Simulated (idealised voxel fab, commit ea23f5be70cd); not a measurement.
The following is a process module called voxel gate over fins.
cross-section cut | 265 nm wide | cells 5 nm
The cross-sections in this document take the form of a grid made of square cells. They are written out as bands, in order from top to bottom. Each band consists of one or more rows of cells.
Per band: top height and bottom height in nm, followed by the left-to-right materials and their widths in nm; "full width" marks a single material spanning edge to edge, "air" marks empty space.
Ref level 0: as-received wafer is one material below here. Bottom band extends down with no lower bound ("0 nm and below").
You'd read "30..40" like this: the band's top row of cells is as wide as the first number, its bottom row is as wide as the second, and going down, every row changes width by the same amount as the row before did.
Where a step carries "remains unaltered", the cross-section came out of it unchanged, cell for cell.
Under "Closed void catalog" you'll find the enclosed gaps, the ones with no way out to the top, that are 8 cells or bigger; each reads width x height at distance, with distance counted from the left edge, everything in nm.
Formally, on a step line, whatever follows the settings is a remark that the simulator itself makes on the step.
The "overlay nm" setting may appear on a step's line; for a step that uses a mask, it gives how far to the right of its planned position the mask lay, and a negative value indicates the left.

STEPS IN THE PROCESS PLAN
| 1 | RECEIVE with material Si |
| 2 | CONFORMAL_DEP with material SiN, thk nm 5 |
| 3 | MASKED_ETCH with tone cover, mask id FINS, width nm 15, pitch nm 60, etch materials SiN, depth nm 5, overlay nm 0 |
| 4 | MASKED_ETCH with tone cover, mask id FINS, width nm 15, pitch nm 60, etch materials Si, depth nm 30, overlay nm 0 |
| 5 | OXIDIZE with depth nm 5 |
| 6 | FILL_DEP with material SiO2, thk nm 5 |
| 7 | CMP with height nm 5 |
| 8 | PATTERN with tone open, mask id RAIL, material resist, width nm 15, thk nm 15, overlay nm 0 |
| 9 | DIRECTIONAL_ETCH with etch materials SiO2, depth nm 30 |
| 10 | STRIP with etch materials resist |
| 11 | CONFORMAL_DEP with material TiN, thk nm 5 |
| 12 | FILL_DEP with material W, thk nm 5 |
| 13 | CMP with height nm 5 |
| 14 | SELECTIVE_ETCH with etch materials W Ru TiN, depth nm 25 |
| 15 | FILL_DEP with material SiO2, thk nm 5 |
| 16 | CMP with height nm 5 |
| 17 | SELECTIVE_ETCH with etch materials SiO2, depth nm 15 |
| 18 | STRIP with etch materials SiN |
| 19 | CONFORMAL_DEP with material HfO2, thk nm 5 |
| 20 | CONFORMAL_DEP with material TiN, thk nm 5 |
| 21 | CONFORMAL_DEP with material TiAl, thk nm 5 |
| 22 | CONFORMAL_DEP with material TiN, thk nm 5 |
| 23 | FILL_DEP with material W, thk nm 10 |
| 24 | CMP with height nm 25 |
| 25 | CONFORMAL_DEP with material SiN, thk nm 5 |

THIS IS THE CROSS-SECTION OF THE WAFER AS WE RECEIVED IT, I.E. AFTER STEP 1
	0 nm and below  Si full width
	Closed void catalog: none

POST-MODULE CROSS-SECTION OF THE FIRST OF TWO WAFERS (RUN PER PLAN)
	30 nm to 25 nm  SiN full width
	25 nm to 20 nm  W full width
	20 nm to 15 nm  W 80 / TiN 45 / W 15 / TiN 45 / W 80
	15 nm to 10 nm  W 80 / TiN 5 / TiAl 35 / TiN 5 / W 15 / TiN 5 / TiAl 35 / TiN 5 / W 80
	10 nm to 5 nm  TiN 85 / TiAl 5 / TiN 25 / TiAl 5 / TiN 25 / TiAl 5 / TiN 25 / TiAl 5 / TiN 85
	5 nm to 0 nm  TiAl 90 / TiN 5 / HfO2 15 / TiN 5 / TiAl 35 / TiN 5 / HfO2 15 / TiN 5 / TiAl 90
	0 nm to -5 nm  TiN 95 / HfO2 5 / Si 5 / HfO2 5 / TiN 45 / HfO2 5 / Si 5 / HfO2 5 / TiN 95
	-5 nm to -10 nm  HfO2 100 / Si 5 / HfO2 55 / Si 5 / HfO2 100
	-10 nm to -20 nm  SiO2 100 / Si 5 / SiO2 55 / Si 5 / SiO2 100
	-20 nm to -25 nm  SiO2 100 / Si 5 / SiO2 20 / TiN 15 / SiO2 20 / Si 5 / SiO2 100
	-25 nm to -35 nm  SiO2 100 / Si 5 / SiO2 55 / Si 5 / SiO2 100
	-35 nm and below  Si full width
	Closed void catalog: none

HERE IS THE SECOND OF THE TWO WAFERS CUT OPEN AT THE END OF THE MODULE - SAME START, SAME PLAN AS THE FIRST ONE, BUT WE MADE ONE MISTAKE RUNNING IT
	30 nm to 25 nm  SiN full width
	25 nm to 20 nm  W full width
	20 nm to 15 nm  TiN full width
	15 nm to 10 nm  TiAl full width
	10 nm to 5 nm  TiN 100 / TiAl 5 / TiN 55 / TiAl 5 / TiN 100
	5 nm to 0 nm  HfO2 95 / TiN 15 / HfO2 45 / TiN 15 / HfO2 95
	0 nm to -5 nm  Si 90 / HfO2 25 / Si 35 / HfO2 25 / Si 90
	-5 nm and below  Si full width
	Closed void catalog: none
Plan not followed: not per plan at step 3, really ran MASKED_ETCH with tone open, mask id FINS, width nm 15, pitch nm 60, etch materials SiN, depth nm 5, overlay nm 0
Count the cells at the end and the second wafer has more or fewer of some materials than the first: HfO2 -4 | Si +347 | SiO2 -252 | TiAl -6 | TiN -15 | W -70
